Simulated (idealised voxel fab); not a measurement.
Process module under the name voxel self aligned vias
The cross-section shown here is cut; it is 285 nm wide and divided into square cells measuring 5 nm on a side.
Notation: cross-section as square-cell grid; stated in bands, top first, going down; one or more cell rows per band. Band entry format. Leading values: height of top, height of bottom, nm. Remainder: materials in left-to-right order, each with its width in nm. Special words: "full width" on a single material, which then fills the band edge to edge; "empty", empty space. Convention: height 0 is the level below which the wafer, as received, is all one material. The lowest band does not terminate at the bottom but continues downward, represented as "0 -> down". The two numbers in a width such as "30->40" mark its ends across the band: the first belongs to the top row of cells, the second to the bottom row, and from each row to the next the width moves by the same amount. Key: "no modification" - step with no changed cell in the cross-section. Under "Enclosed void entries" you'll find the enclosed gaps, the ones with no way out to the top, that are 8 cells or bigger; each reads width x height at distance, with distance counted from the left edge, everything in nm. It should be noted that, on the line of a given step, the content following the step's settings is a remark produced by the simulator itself with respect to that step. The "overlay nm" setting may appear on a step's line; for a step that uses a mask, it gives how far to the right of its planned position the mask lay, and a negative value indicates the left.

# Here's what the planned process steps look like
- 1: RECEIVE (material Si)
- 2: CONFORMAL_DEP (material SiO2; thk nm 15)
- 3: CONFORMAL_DEP (material SiCN; thk nm 5)
- 4: DIRECTIONAL_DEP (material SiO2; thk nm 20)
- 5: PATTERN (tone open; mask id LINES; material resist; width nm 15; pitch nm 45; thk nm 15; overlay nm 0)
- 6: DIRECTIONAL_ETCH (etch materials SiO2; depth nm 20)
- 7: STRIP (etch materials resist)
- 8: CONFORMAL_DEP (material TiN; thk nm 5)
- 9: FILL_DEP (material W; thk nm 5)
- 10: CMP (height nm 40)
- 11: SELECTIVE_ETCH (etch materials W Ru TiN; depth nm 5)
- 12: FILL_DEP (material SiN; thk nm 10)
- 13: CMP (height nm 40)
- 14: DIRECTIONAL_DEP (material SiO2; thk nm 15)
- 15: DIRECTIONAL_DEP (material aC; thk nm 15)
- 16: PATTERN (tone open; mask id VIAS; material resist; width nm 30; thk nm 30; overlay nm 0)
- 17: DIRECTIONAL_ETCH (etch materials aC; depth nm 15)
- 18: STRIP (etch materials resist)
- 19: DIRECTIONAL_ETCH (etch materials SiO2; depth nm 15)
- 20: DIRECTIONAL_ETCH (etch materials SiN; depth nm 5)
- 21: STRIP (etch materials aC)
- 22: CONFORMAL_DEP (material TiN; thk nm 5)
- 23: FILL_DEP (material W; thk nm 5)
- 24: CMP (height nm 55)
- 25: CONFORMAL_DEP (material SiN; thk nm 5)
Wafers differ in width nm at step 5; plan lists the first wafer's value; identical starting state.

# Cross-section: the first of several wafers in its as-received state, i.e. following step 1
    0 -> down: Si full width
    Enclosed void entries: none

# Row per wafer, end-of-module: cell gain (+)/loss (-) by material since the wafer came in, then closed voids
width nm 15 | +57 SiCN | +60 SiN | +528 SiO2 | +26 TiN | +13 W | Enclosed void entries: none
width nm 20 | +57 SiCN | +61 SiN | +520 SiO2 | +28 TiN | +18 W | Enclosed void entries: none
width nm 25 | +57 SiCN | +62 SiN | +512 SiO2 | +30 TiN | +23 W | Enclosed void entries: none
width nm 30 | +57 SiCN | +63 SiN | +504 SiO2 | +32 TiN | +28 W | Enclosed void entries: none
